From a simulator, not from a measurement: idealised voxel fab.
process module | voxel ribs on slabs
cross-section cut | 205 nm wide | cells 5 nm
A cross-section is a grid of square cells, given in bands from the top down. A band is one or more rows of cells.
Each band's line starts with the height of the band's top and of its bottom, in nm. Then come its materials from left to right, each with its width in nm. One material with "throughout" fills the band from edge to edge. "air" is empty space.
Height 0 is the level under which the wafer as received is all one material. The lowest band goes on downwards, as in "0 down".
A width such as "30 to 40" changes by the same amount from each row of cells to the next, from the band's top row to its bottom row.
"no change" after a step means that no cell of the cross-section changed.
closed voids: empty space of 8 cells or more with no open way to the top, each as width x height at its distance from the left edge, in nm
after a step's settings: what the simulator itself notes on the step
overlay nm, on a step with a mask: how far to the right of its planned place the mask lay; to the left if negative
plan
1 op RECEIVE | material Si
2 op DIRECTIONAL_DEP | material SiO2 | thk nm 25
3 op DIRECTIONAL_DEP | material SiN | thk nm 15
4 op DIRECTIONAL_DEP | material aC | thk nm 10
5 op PATTERN | tone cover | mask id RIB | material resist | width nm 20 | thk nm 25 | overlay nm 0
6 op DIRECTIONAL_ETCH | etch materials aC | depth nm 10
7 op STRIP | etch materials resist
8 op DIRECTIONAL_ETCH | etch materials SiN | depth nm 5
9 op STRIP | etch materials aC
10 op MASKED_ETCH | tone cover | mask id SLAB | width nm 60 | etch materials SiN | depth nm 10 | overlay nm 0
11 op FILL_DEP | material SiO2 | thk nm 15
12 op CMP | height nm 50
13 op DIRECTIONAL_DEP | material W | thk nm 10
14 op PATTERN | tone cover | mask id HEATER | material resist | width nm 30 | thk nm 15 | overlay nm 0
15 op DIRECTIONAL_ETCH | etch materials W | depth nm 10
16 op STRIP | etch materials resist
17 op CONFORMAL_DEP | material SiN | thk nm 5
as received, after step 1
  0 down: Si throughout
  closed voids: none
first wafer at the end, as planned
  65 to 60: air 80 | SiN 40 | air 85
  60 to 55: air 80 | SiN 5 | W 30 | SiN 5 | air 85
  55 to 50: SiN 85 | W 30 | SiN 90
  50 to 40: SiO2 throughout
  40 to 35: SiO2 90 | SiN 20 | SiO2 95
  35 to 25: SiO2 70 | SiN 60 | SiO2 75
  25 to 0: SiO2 throughout
  0 down: Si throughout
  closed voids: none
second wafer at the end: like start, like plan, one mistake
  65 to 60: air 80 | SiN 40 | air 85
  60 to 55: air 80 | SiN 5 | W 30 | SiN 5 | air 85
  55 to 50: SiN 85 | W 30 | SiN 90
  50 to 40: SiO2 throughout
  40 to 35: SiO2 70 | SiN 20 | SiO2 20 | SiN 20 | SiO2 75
  35 to 30: SiO2 70 | SiN 60 | SiO2 75
  30 to 25: SiN throughout
  25 to 0: SiO2 throughout
  0 down: Si throughout
  closed voids: none
what went wrong: step 5 ran as: op PATTERN | tone open | mask id RIB | material resist | width nm 20 | thk nm 25 | overlay nm 0
at the end the second wafer has, in cells: 33 more of SiN | 33 fewer of SiO2
